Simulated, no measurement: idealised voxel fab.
Process module heading - voxel lift off
Displayed cross-section: cut, width of 150 nm, square cells sized 5 nm.
Each cross-section below is a grid of square cells, stated as bands in top-down order, with one or more rows of cells making up each band. In this notation a band is specified by the heights of its top and bottom, in that order and in nm, after which its materials appear from left to right, each paired with its width in nm. The word "throughout" attached to a single material means that material fills the band from edge to edge; the word "blank" stands for empty space. Measure heights from 0. That's the level where, below it, the as-received wafer is all one material. The lowest band is bottomless and extends downward; write it as in "0 and below". The notation "30->40" denotes a width that varies across the rows of cells in the band, beginning at the first number in the top row, finishing at the second number in the bottom row, and changing by an identical amount from each row to the next. It should be understood that the words "no change", when stated for a given step, signify that the cross-section underwent no change in any of its cells during that step. Empty spaces counting at least 8 cells and having no open way to the top are listed in "Closed cavities". The notation width x height at distance is used for each, the distance being from the left edge and all three values in nm. It should be noted that, on the line of a given step, the content following the step's settings is a remark produced by the simulator itself with respect to that step. On any step carrying a mask, the "overlay nm" setting, if present on the step's line, tells how far right of its planned place the mask lay; negative values point to the left.

Listed below are the process steps as planned:
1 RECEIVE with material Si
2 CONFORMAL_DEP with material SiO2, thk nm 15
3 PATTERN with tone open, mask id LINES, material resist, width nm 25, pitch nm 45, thk nm 20, overlay nm 0
4 DIRECTIONAL_DEP with material Ru, thk nm 5
5 STRIP with etch materials resist
6 CONFORMAL_DEP with material SiN, thk nm 5

Cross-section, incoming material, after step 1:
* 0 and below: Si throughout
* Closed cavities: none

The first of two wafers, cross-sectioned at the end of the module, with the run proceeding as planned:
* 25 down to 20: 35 of blank / 35 of SiN / 10 of blank / 35 of SiN / 35 of blank
* 20 down to 15: 40 of SiN / 25 of Ru / 20 of SiN / 25 of Ru / 40 of SiN
* 15 down to 0: SiO2 throughout
* 0 and below: Si throughout
* Closed cavities: none

So this is wafer number two of the two, cut at the end of the module - it started where the first did and had the same plan, we just got one thing wrong running it:
* 25 down to 20: 35 of blank / 35 of Ru / 10 of blank / 35 of Ru / 35 of blank
* 20 down to 15: Ru throughout
* 15 down to 0: SiO2 throughout
* 0 and below: Si throughout
* Closed cavities: none
What was done differently from what was planned? step 6 ran differently from the plan; actual operation with settings: CONFORMAL_DEP with material Ru, thk nm 5
Final tally in cells, some materials are higher or lower on the second wafer than on the first: Ru: 34 more, SiN: 34 fewer
